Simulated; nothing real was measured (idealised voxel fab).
Process module name: voxel capacitor over wiring
This is section cut - it's 155 nm across, gridded in 5 nm square cells.
This document writes a cross-section as a grid whose cells are square, and gives it as bands, listed from the top down; one or more rows of cells form a band. Top height, bottom height, nm. Materials left to right, width each, nm. Single material + "edge to edge" = fills band edge to edge. "blank" = empty. Heads up on the height convention: 0 is the point under which the incoming wafer is all one material, and the lowest band has no bottom, it just keeps going down, like "0 and below". Read "30..40" as a graded width: first number on top, second number at the bottom, same change between each pair of neighbouring rows. Step note "remained unchanged" = no cross-section cell changed. Enclosed voids (no open way to top), threshold 8 cells or more, entry "Closed void entries", notation width x height at distance, distance from left edge, nm. after a step's settings: what the simulator itself notes on the step. overlay nm, on a step with a mask: how far to the right of its planned place the mask lay; to the left if negative.
Set out below are the planned steps of the process:
| 1 | RECEIVE | material Si |
| 2 | CONFORMAL_DEP | material SiO2 | thk nm 15 |
| 3 | CONFORMAL_DEP | material SiCN | thk nm 5 |
| 4 | DIRECTIONAL_DEP | material SiO2 | thk nm 25 |
| 5 | DIRECTIONAL_DEP | material aC | thk nm 10 |
| 6 | PATTERN | tone open | mask id METAL_1 | material resist | width nm 30 | pitch nm 95 | thk nm 30 | overlay nm 0 |
| 7 | DIRECTIONAL_ETCH | etch materials aC | depth nm 10 |
| 8 | STRIP | etch materials resist |
| 9 | DIRECTIONAL_ETCH | etch materials SiO2 | depth nm 25 |
| 10 | DIRECTIONAL_ETCH | etch materials SiCN | depth nm 5 |
| 11 | STRIP | etch materials aC |
| 12 | CONFORMAL_DEP | material TiN | thk nm 5 |
| 13 | FILL_DEP | material Cu | thk nm 10 |
| 14 | CMP | height nm 45 |
| 15 | CONFORMAL_DEP | material SiCN | thk nm 5 |
| 16 | DIRECTIONAL_DEP | material SiO2 | thk nm 10 |
| 17 | MASKED_ETCH | tone open | mask id PLUG_1 | width nm 15 | etch materials SiO2 | depth nm 10 | overlay nm 0 |
| 18 | MASKED_ETCH | tone open | mask id PLUG_1 | width nm 15 | etch materials SiCN | depth nm 5 | overlay nm 0 |
| 19 | CONFORMAL_DEP | material TiN | thk nm 5 |
| 20 | FILL_DEP | material W | thk nm 10 |
| 21 | CMP | height nm 60 |
| 22 | DIRECTIONAL_DEP | material TiN | thk nm 10 |
| 23 | DIRECTIONAL_DEP | material HfO2 | thk nm 5 |
| 24 | DIRECTIONAL_DEP | material TiN | thk nm 10 |
| 25 | PATTERN | tone cover | mask id UPPER_PLATE | material resist | width nm 70 | thk nm 15 | overlay nm 0 |
| 26 | DIRECTIONAL_ETCH | etch materials TiN | depth nm 10 |
| 27 | DIRECTIONAL_ETCH | etch materials HfO2 | depth nm 5 |
| 28 | STRIP | etch materials resist |
| 29 | DIRECTIONAL_DEP | material aC | thk nm 10 |
| 30 | PATTERN | tone cover | mask id LOWER_PLATE | material resist | width nm 80 | thk nm 25 | overlay nm 0 |
| 31 | DIRECTIONAL_ETCH | etch materials aC | depth nm 10 |
| 32 | STRIP | etch materials resist |
| 33 | DIRECTIONAL_ETCH | etch materials TiN | depth nm 10 |
| 34 | STRIP | etch materials aC |
| 35 | FILL_DEP | material SiO2 | thk nm 20 |
| 36 | CMP | height nm 100 |
| 37 | MASKED_ETCH | tone open | mask id PLUG_2 | width nm 15 | etch materials SiO2 | depth nm 15 | overlay nm 0 |
| 38 | CONFORMAL_DEP | material TiN | thk nm 5 |
| 39 | FILL_DEP | material Ru | thk nm 10 |
| 40 | CMP | height nm 100 |
| 41 | CONFORMAL_DEP | material SiCN | thk nm 5 |
The plan's step 37 width nm is the first wafer's value; the wafers differ in this setting and start identical.
Here's the first of the wafers in cross-section, just as we got it, i.e. after step 1:
	0 and below = Si edge to edge
	Closed void entries: none
Heads up, this table goes wafer by wafer. A row tells you, at the end of the module, how many cells of each material that wafer has put on (+) or dropped (-) since it was received, and then its closed voids:
width nm 15, +40 Cu, +14 HfO2, +2 Ru, +78 SiCN, +409 SiO2, +106 TiN, +2 W, Closed void entries: none
width nm 20, +40 Cu, +14 HfO2, +4 Ru, +78 SiCN, +406 SiO2, +107 TiN, +2 W, Closed void entries: none
width nm 25, +40 Cu, +14 HfO2, +6 Ru, +78 SiCN, +403 SiO2, +108 TiN, +2 W, Closed void entries: none
width nm 30, +40 Cu, +14 HfO2, +8 Ru, +78 SiCN, +400 SiO2, +109 TiN, +2 W, Closed void entries: none
